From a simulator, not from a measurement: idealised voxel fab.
The following is a process module called voxel released beams.
cross-section cut | 185 nm wide | cells 5 nm
How to read a cross-section here: the picture is a grid of square cells, written as bands going from the top down, and any band can span one or more rows of cells.
Within each band entry, the heights of the top and of the bottom of the band appear first, in that order and in nm; the materials of the band then follow from left to right, each with its corresponding width in nm. The designation "everywhere" on a single material indicates that it fills the band from edge to edge; the designation "blank" indicates empty space.
Height datum 0, below which the as-received substrate wafer is one material. Lowest band open at the bottom, running downward: "0..down".
The expression "30 to 40" gives the width at the extremes of the band, the first number at its top row of cells and the second at its bottom row, with the width changing by equal amounts from each row to the next in between.
When a step is marked "no alterations made", none of the cells in the cross-section changed during that step.
Closed empty spaces (no open way to the top) of 8 cells or more are what "Enclosed cavities" lists, each as width x height at distance from the left edge, nm for all three.
Anything after a step's settings on that line? It's the simulator's own note about the step.
overlay nm: right-of-plan distance of the mask on a masked step; negative values mean left-of-plan.
Set out below are the planned steps of the process:
1. RECEIVE | material Si
2. CONFORMAL_DEP | material Al2O3 | thk nm 10
3. DIRECTIONAL_DEP | material SiO2 | thk nm 20
4. DIRECTIONAL_DEP | material aC | thk nm 10
5. PATTERN | tone open | mask id ANCHOR | material resist | width nm 45 | thk nm 30 | overlay nm -15
6. DIRECTIONAL_ETCH | etch materials aC | depth nm 10
7. STRIP | etch materials resist
8. DIRECTIONAL_ETCH | etch materials SiO2 | depth nm 20
9. STRIP | etch materials aC
10. CONFORMAL_DEP | material polySi | thk nm 15
11. MASKED_ETCH | tone cover | mask id BEAM | width nm 110 | etch materials polySi | depth nm 15 | overlay nm 0
12. STRIP | etch materials SiO2
Same starting wafers, different overlay nm at step 5. Plan value belongs to the first wafer.
Cross-section of the first of several wafers as received (after step 1):
	0..down: Si everywhere
	Enclosed cavities: none
Here's the first of several wafers in cross-section, end of the module, after the last step, step 12:
	45..30: blank (35); polySi (5); blank (15); polySi (90); blank (40)
	30..25: blank (25); polySi (15); blank (15); polySi (15); blank (115)
	25..10: blank (25); polySi (45); blank (115)
	10..0: Al2O3 everywhere
	0..down: Si everywhere
	Enclosed cavities: none
Cross-section at module completion, last wafer:
	45..30: blank (35); polySi (35); blank (15); polySi (60); blank (40)
	30..25: blank (55); polySi (15); blank (15); polySi (15); blank (85)
	25..10: blank (55); polySi (45); blank (85)
	10..0: Al2O3 everywhere
	0..down: Si everywhere
	Enclosed cavities: none
Rows = wafers. At module end, each row lists per material the cells gained (+) or lost (-) since the wafer was received, then the closed voids:
overlay nm -15; +74 Al2O3; +90 polySi; Enclosed cavities: none
overlay nm -10; +74 Al2O3; +90 polySi; Enclosed cavities: none
overlay nm -5; +74 Al2O3; +90 polySi; Enclosed cavities: none
overlay nm 0; +74 Al2O3; +90 polySi; Enclosed cavities: none
overlay nm 5; +74 Al2O3; +90 polySi; Enclosed cavities: none
overlay nm 10; +74 Al2O3; +90 polySi; Enclosed cavities: none
overlay nm 15; +74 Al2O3; +90 polySi; Enclosed cavities: none
